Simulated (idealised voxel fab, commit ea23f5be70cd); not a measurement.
Module name: voxel released beams (process module)
In the cross-section labelled cut, the width is 275 nm and each square cell is 5 nm.
Notation: cross-section as square-cell grid; stated in bands, top first, going down; one or more cell rows per band. Heights first: top, then bottom, in nm. Then materials, left to right, each with a width in nm. "all across" on a single material: fills the band edge to edge. "empty": empty space. Height is counted from the level 0, under which the received wafer is composed throughout of one material. The lowest of the bands is not closed at the bottom but continues downward, in the notation "0 and below". The two numbers in a width such as "30..40" mark its ends across the band: the first belongs to the top row of cells, the second to the bottom row, and from each row to the next the width moves by the same amount. Where a step carries "nothing different", the cross-section came out of it unchanged, cell for cell. If an empty space has no open way to the top and is at least 8 cells in size, "closed voids" lists it, written width x height at distance, where distance is measured from the left edge and every value is in nm. after a step's settings: what the simulator itself notes on the step. A step line may carry the setting "overlay nm", which, for steps involving a mask, states the distance by which the mask lay to the right of its intended position; negative values denote displacement to the left.
Process steps foreseen in the plan
1) RECEIVE [material Si]
2) CONFORMAL_DEP [material SiN] [thk nm 10]
3) DIRECTIONAL_DEP [material SiO2] [thk nm 20]
4) DIRECTIONAL_DEP [material aC] [thk nm 15]
5) PATTERN [tone open] [mask id ANCHOR] [material resist] [width nm 30] [thk nm 35] [overlay nm 0]
6) DIRECTIONAL_ETCH [etch materials aC] [depth nm 15]
7) STRIP [etch materials resist]
8) DIRECTIONAL_ETCH [etch materials SiO2] [depth nm 20]
9) STRIP [etch materials aC]
10) CONFORMAL_DEP [material TiN] [thk nm 10]
11) PATTERN [tone cover] [mask id BEAM] [material resist] [width nm 75] [thk nm 15] [overlay nm 0]
12) DIRECTIONAL_ETCH [etch materials TiN] [depth nm 10]
13) STRIP [etch materials resist]
14) STRIP [etch materials SiO2]
Shown in cross-section is the wafer as received, that is, as it stands after step 1
* 0 and below  Si all across
* closed voids: none
Cross-sectional view of the first of the two wafers upon completion of the module, processed in accordance with the plan
* 40 down to 30  empty: 95, TiN: 15, empty: 10, TiN: 50, empty: 105
* 30 down to 20  empty: 100, TiN: 10, empty: 10, TiN: 10, empty: 145
* 20 down to 10  empty: 100, TiN: 30, empty: 145
* 10 down to 0  SiN all across
* 0 and below  Si all across
* closed voids: none
So this is wafer number two of the two, cut at the end of the module - it started where the first did and had the same plan, we just got one thing wrong running it
* 40 down to 30  empty: 95, TiN: 75, empty: 105
* 30 down to 20  SiN all across
* 20 down to 0  SiO2 all across
* 0 and below  Si all across
* closed voids: none
What broke from the plan during processing? steps 2 and 3: order swapped relative to plan
Final tally in cells, some materials are higher or lower on the second wafer than on the first: +220 SiO2 | -16 TiN
